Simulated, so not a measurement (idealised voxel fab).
A process module follows: voxel self aligned contacts.
Cross-section cut spans 220 nm and uses square cells 5 nm in size.
Square cells in a grid make up a cross-section in this document, and the grid is given as bands, listed from the top down, each one or more rows of cells.
Heads up on the band format: heights come first, top then bottom, in nm. After that it's the materials left to right, each with its width in nm. A single material flagged "full width" fills the whole band edge to edge, and "empty" means there's empty space there.
Height datum 0, below which the as-received substrate wafer is one material. Lowest band open at the bottom, running downward: "0 down".
Per-row width for "30 to 40": begins at first number (top row of band), ends at second number (bottom row), increment between rows held constant.
Given "no modification" for a step, no cell of the cross-section differs between before and after that step.
You'll see "Unvented voids" listing empty spaces that have no way open to the top, as long as they're 8 cells or more; the notation is width x height at distance, where the distance is from the left edge, and all of it is in nm.
Read whatever lies past the settings on a step's line as the simulator's own remark about the step.
Among the settings permitted on a step's line is "overlay nm"; applied to a step with a mask, it specifies the extent to which the mask lay to the right of its planned position, whereas a negative figure signifies a position to the left.

-- This section lists the process steps that were planned
1. RECEIVE with material Si
2. OXIDIZE with depth nm 5
3. DIRECTIONAL_DEP with material polySi, thk nm 30
4. DIRECTIONAL_DEP with material SiN, thk nm 15
5. MASKED_ETCH with tone cover, mask id GATE, width nm 30, pitch nm 60, etch materials SiN, depth nm 15, overlay nm 0
6. MASKED_ETCH with tone cover, mask id GATE, width nm 30, pitch nm 60, etch materials polySi, depth nm 30, overlay nm 0
7. CONFORMAL_DEP with material SiN, thk nm 5
8. DIRECTIONAL_ETCH with etch materials SiN, depth nm 5
9. FILL_DEP with material SiO2, thk nm 15
10. CMP with height nm 55
11. PATTERN with tone open, mask id CONTACT, material resist, width nm 40, pitch nm 60, thk nm 20, overlay nm 0
12. DIRECTIONAL_ETCH with etch materials SiO2, depth nm 60
13. STRIP with etch materials resist
14. CONFORMAL_DEP with material TiN, thk nm 5
15. FILL_DEP with material W, thk nm 5
16. CMP with height nm 55
17. CONFORMAL_DEP with material SiN, thk nm 5

-- First of two wafers, with the run carried out as planned

-- Here's what the wafer looked like in cross-section when it arrived - that's after step 1
- 0 down | Si full width
- Unvented voids: none

-- Take a look at the wafer's cross-section after step 2
- 0 to -5 | SiO2 full width
- No changes below -5.

-- Take a look at the wafer's cross-section after step 3
- 30 to 0 | polySi full width
- No changes below 0.

-- Take a look at the wafer's cross-section after step 4
- 45 to 30 | SiN full width
- No changes below 30.

-- Take a look at the wafer's cross-section after step 5
- 45 to 30 | empty: 35 / SiN: 30 / empty: 30 / SiN: 30 / empty: 30 / SiN: 30 / empty: 35
- No changes below 30.

-- Take a look at the wafer's cross-section after step 6
- 45 to 30 | empty: 35 / SiN: 30 / empty: 30 / SiN: 30 / empty: 30 / SiN: 30 / empty: 35
- 30 to 0 | empty: 35 / polySi: 30 / empty: 30 / polySi: 30 / empty: 30 / polySi: 30 / empty: 35
- No changes below 0.

-- Take a look at the wafer's cross-section after step 7
- 50 to 30 | empty: 30 / SiN: 40 / empty: 20 / SiN: 40 / empty: 20 / SiN: 40 / empty: 30
- 30 to 5 | empty: 30 / SiN: 5 / polySi: 30 / SiN: 5 / empty: 20 / SiN: 5 / polySi: 30 / SiN: 5 / empty: 20 / SiN: 5 / polySi: 30 / SiN: 5 / empty: 30
- 5 to 0 | SiN: 35 / polySi: 30 / SiN: 30 / polySi: 30 / SiN: 30 / polySi: 30 / SiN: 35
- No changes below 0.

-- Take a look at the wafer's cross-section after step 8
- 45 to 30 | empty: 30 / SiN: 40 / empty: 20 / SiN: 40 / empty: 20 / SiN: 40 / empty: 30
- 30 to 0 | empty: 30 / SiN: 5 / polySi: 30 / SiN: 5 / empty: 20 / SiN: 5 / polySi: 30 / SiN: 5 / empty: 20 / SiN: 5 / polySi: 30 / SiN: 5 / empty: 30
- No changes below 0.

-- Take a look at the wafer's cross-section after step 9
- 60 to 45 | SiO2 full width
- 45 to 30 | SiO2: 30 / SiN: 40 / SiO2: 20 / SiN: 40 / SiO2: 20 / SiN: 40 / SiO2: 30
- 30 to 0 | SiO2: 30 / SiN: 5 / polySi: 30 / SiN: 5 / SiO2: 20 / SiN: 5 / polySi: 30 / SiN: 5 / SiO2: 20 / SiN: 5 / polySi: 30 / SiN: 5 / SiO2: 30
- No changes below 0.

-- Take a look at the wafer's cross-section after step 10
- 55 to 45 | SiO2 full width
- No changes below 45.

-- Take a look at the wafer's cross-section after step 11
- 75 to 55 | resist: 60 / empty: 40 / resist: 20 / empty: 40 / resist: 60
- No changes below 55.

-- Take a look at the wafer's cross-section after step 12
- 75 to 55 | resist: 60 / empty: 40 / resist: 20 / empty: 40 / resist: 60
- 55 to 45 | SiO2: 60 / empty: 40 / SiO2: 20 / empty: 40 / SiO2: 60
- 45 to 30 | SiO2: 30 / SiN: 40 / empty: 20 / SiN: 40 / empty: 20 / SiN: 40 / SiO2: 30
- 30 to 0 | SiO2: 30 / SiN: 5 / polySi: 30 / SiN: 5 / empty: 20 / SiN: 5 / polySi: 30 / SiN: 5 / empty: 20 / SiN: 5 / polySi: 30 / SiN: 5 / SiO2: 30
- 0 to -5 | SiO2: 70 / empty: 20 / SiO2: 40 / empty: 20 / SiO2: 70
- No changes below -5.

-- Take a look at the wafer's cross-section after step 13
- 55 to 45 | SiO2: 60 / empty: 40 / SiO2: 20 / empty: 40 / SiO2: 60
- No changes below 45.

-- Take a look at the wafer's cross-section after step 14
- 60 to 55 | TiN: 65 / empty: 30 / TiN: 30 / empty: 30 / TiN: 65
- 55 to 45 | SiO2: 60 / TiN: 5 to 15 / empty: 30 to 10 / TiN: 5 to 15 / SiO2: 20 / TiN: 5 to 15 / empty: 30 to 10 / TiN: 5 to 15 / SiO2: 60
- 45 to 30 | SiO2: 30 / SiN: 40 / TiN: 5 / empty: 10 / TiN: 5 / SiN: 40 / TiN: 5 / empty: 10 / TiN: 5 / SiN: 40 / SiO2: 30
- 30 to 0 | SiO2: 30 / SiN: 5 / polySi: 30 / SiN: 5 / TiN: 5 / empty: 10 / TiN: 5 / SiN: 5 / polySi: 30 / SiN: 5 / TiN: 5 / empty: 10 / TiN: 5 / SiN: 5 / polySi: 30 / SiN: 5 / SiO2: 30
- 0 to -5 | SiO2: 70 / TiN: 20 / SiO2: 40 / TiN: 20 / SiO2: 70
- No changes below -5.

-- Take a look at the wafer's cross-section after step 15
- 65 to 60 | W full width
- 60 to 55 | TiN: 65 / W: 30 / TiN: 30 / W: 30 / TiN: 65
- 55 to 45 | SiO2: 60 / TiN: 5 to 15 / W: 30 to 10 / TiN: 5 to 15 / SiO2: 20 / TiN: 5 to 15 / W: 30 to 10 / TiN: 5 to 15 / SiO2: 60
- 45 to 30 | SiO2: 30 / SiN: 40 / TiN: 5 / W: 10 / TiN: 5 / SiN: 40 / TiN: 5 / W: 10 / TiN: 5 / SiN: 40 / SiO2: 30
- 30 to 0 | SiO2: 30 / SiN: 5 / polySi: 30 / SiN: 5 / TiN: 5 / W: 10 / TiN: 5 / SiN: 5 / polySi: 30 / SiN: 5 / TiN: 5 / W: 10 / TiN: 5 / SiN: 5 / polySi: 30 / SiN: 5 / SiO2: 30
- No changes below 0.

-- Take a look at the wafer's cross-section after step 16
- 55 to 45 | SiO2: 60 / TiN: 5 to 15 / W: 30 to 10 / TiN: 5 to 15 / SiO2: 20 / TiN: 5 to 15 / W: 30 to 10 / TiN: 5 to 15 / SiO2: 60
- No changes below 45.

-- Take a look at the wafer's cross-section after step 17
- 60 to 55 | SiN full width
- No changes below 55.

-- Second wafer, same starting conditions and recipe as the first, one mistake in executing it, nothing differs from the first up to and including step 6

-- Cross-section, second wafer, at the end time the plan gives for step 7
- 40 to 30 | empty: 35 / SiN: 30 / empty: 30 / SiN: 30 / empty: 30 / SiN: 30 / empty: 35
- No changes below 30.

-- Cross-section, second wafer, at the end time the plan gives for step 8
- 45 to 30 | empty: 30 / SiN: 40 / empty: 20 / SiN: 40 / empty: 20 / SiN: 40 / empty: 30
- 30 to 5 | empty: 30 / SiN: 5 / polySi: 30 / SiN: 5 / empty: 20 / SiN: 5 / polySi: 30 / SiN: 5 / empty: 20 / SiN: 5 / polySi: 30 / SiN: 5 / empty: 30
- 5 to 0 | SiN: 35 / polySi: 30 / SiN: 30 / polySi: 30 / SiN: 30 / polySi: 30 / SiN: 35
- No changes below 0.

-- Cross-section, second wafer, at the end time the plan gives for step 9
- 60 to 45 | SiO2 full width
- 45 to 30 | SiO2: 30 / SiN: 40 / SiO2: 20 / SiN: 40 / SiO2: 20 / SiN: 40 / SiO2: 30
- 30 to 5 | SiO2: 30 / SiN: 5 / polySi: 30 / SiN: 5 / SiO2: 20 / SiN: 5 / polySi: 30 / SiN: 5 / SiO2: 20 / SiN: 5 / polySi: 30 / SiN: 5 / SiO2: 30
- No changes below 5.

-- Cross-section, second wafer, at the end time the plan gives for step 10
- 55 to 45 | SiO2 full width
- No changes below 45.

-- Cross-section, second wafer, at the end time the plan gives for step 11
- 75 to 55 | resist: 60 / empty: 40 / resist: 20 / empty: 40 / resist: 60
- No changes below 55.

-- Cross-section, second wafer, at the end time the plan gives for step 12
- 75 to 55 | resist: 60 / empty: 40 / resist: 20 / empty: 40 / resist: 60
- 55 to 45 | SiO2: 60 / empty: 40 / SiO2: 20 / empty: 40 / SiO2: 60
- 45 to 30 | SiO2: 30 / SiN: 40 / empty: 20 / SiN: 40 / empty: 20 / SiN: 40 / SiO2: 30
- 30 to 5 | SiO2: 30 / SiN: 5 / polySi: 30 / SiN: 5 / empty: 20 / SiN: 5 / polySi: 30 / SiN: 5 / empty: 20 / SiN: 5 / polySi: 30 / SiN: 5 / SiO2: 30
- No changes below 5.

-- Cross-section, second wafer, at the end time the plan gives for step 13
- 55 to 45 | SiO2: 60 / empty: 40 / SiO2: 20 / empty: 40 / SiO2: 60
- No changes below 45.

-- Cross-section, second wafer, at the end time the plan gives for step 14
- 60 to 55 | TiN: 65 / empty: 30 / TiN: 30 / empty: 30 / TiN: 65
- 55 to 45 | SiO2: 60 / TiN: 5 to 15 / empty: 30 to 10 / TiN: 5 to 15 / SiO2: 20 / TiN: 5 to 15 / empty: 30 to 10 / TiN: 5 to 15 / SiO2: 60
- 45 to 30 | SiO2: 30 / SiN: 40 / TiN: 5 / empty: 10 / TiN: 5 / SiN: 40 / TiN: 5 / empty: 10 / TiN: 5 / SiN: 40 / SiO2: 30
- 30 to 10 | SiO2: 30 / SiN: 5 / polySi: 30 / SiN: 5 / TiN: 5 / empty: 10 / TiN: 5 / SiN: 5 / polySi: 30 / SiN: 5 / TiN: 5 / empty: 10 / TiN: 5 / SiN: 5 / polySi: 30 / SiN: 5 / SiO2: 30
- 10 to 5 | SiO2: 30 / SiN: 5 / polySi: 30 / SiN: 5 / TiN: 20 / SiN: 5 / polySi: 30 / SiN: 5 / TiN: 20 / SiN: 5 / polySi: 30 / SiN: 5 / SiO2: 30
- No changes below 5.

-- Cross-section, second wafer, at the end time the plan gives for step 15
- 65 to 60 | W full width
- 60 to 55 | TiN: 65 / W: 30 / TiN: 30 / W: 30 / TiN: 65
- 55 to 45 | SiO2: 60 / TiN: 5 to 15 / W: 30 to 10 / TiN: 5 to 15 / SiO2: 20 / TiN: 5 to 15 / W: 30 to 10 / TiN: 5 to 15 / SiO2: 60
- 45 to 30 | SiO2: 30 / SiN: 40 / TiN: 5 / W: 10 / TiN: 5 / SiN: 40 / TiN: 5 / W: 10 / TiN: 5 / SiN: 40 / SiO2: 30
- 30 to 10 | SiO2: 30 / SiN: 5 / polySi: 30 / SiN: 5 / TiN: 5 / W: 10 / TiN: 5 / SiN: 5 / polySi: 30 / SiN: 5 / TiN: 5 / W: 10 / TiN: 5 / SiN: 5 / polySi: 30 / SiN: 5 / SiO2: 30
- No changes below 10.

-- Cross-section, second wafer, at the end time the plan gives for step 16
- 55 to 45 | SiO2: 60 / TiN: 5 to 15 / W: 30 to 10 / TiN: 5 to 15 / SiO2: 20 / TiN: 5 to 15 / W: 30 to 10 / TiN: 5 to 15 / SiO2: 60
- No changes below 45.

-- Cross-section, second wafer, at the end time the plan gives for step 17
- 60 to 55 | SiN full width
- No changes below 55.
What went wrong in running the wafer? contrary to the plan, steps 7 and 8 were processed in exchanged order
The second wafer ends with more or fewer cells of some materials than the first, per final count: SiN +20; SiO2 -4; TiN -8; W -8
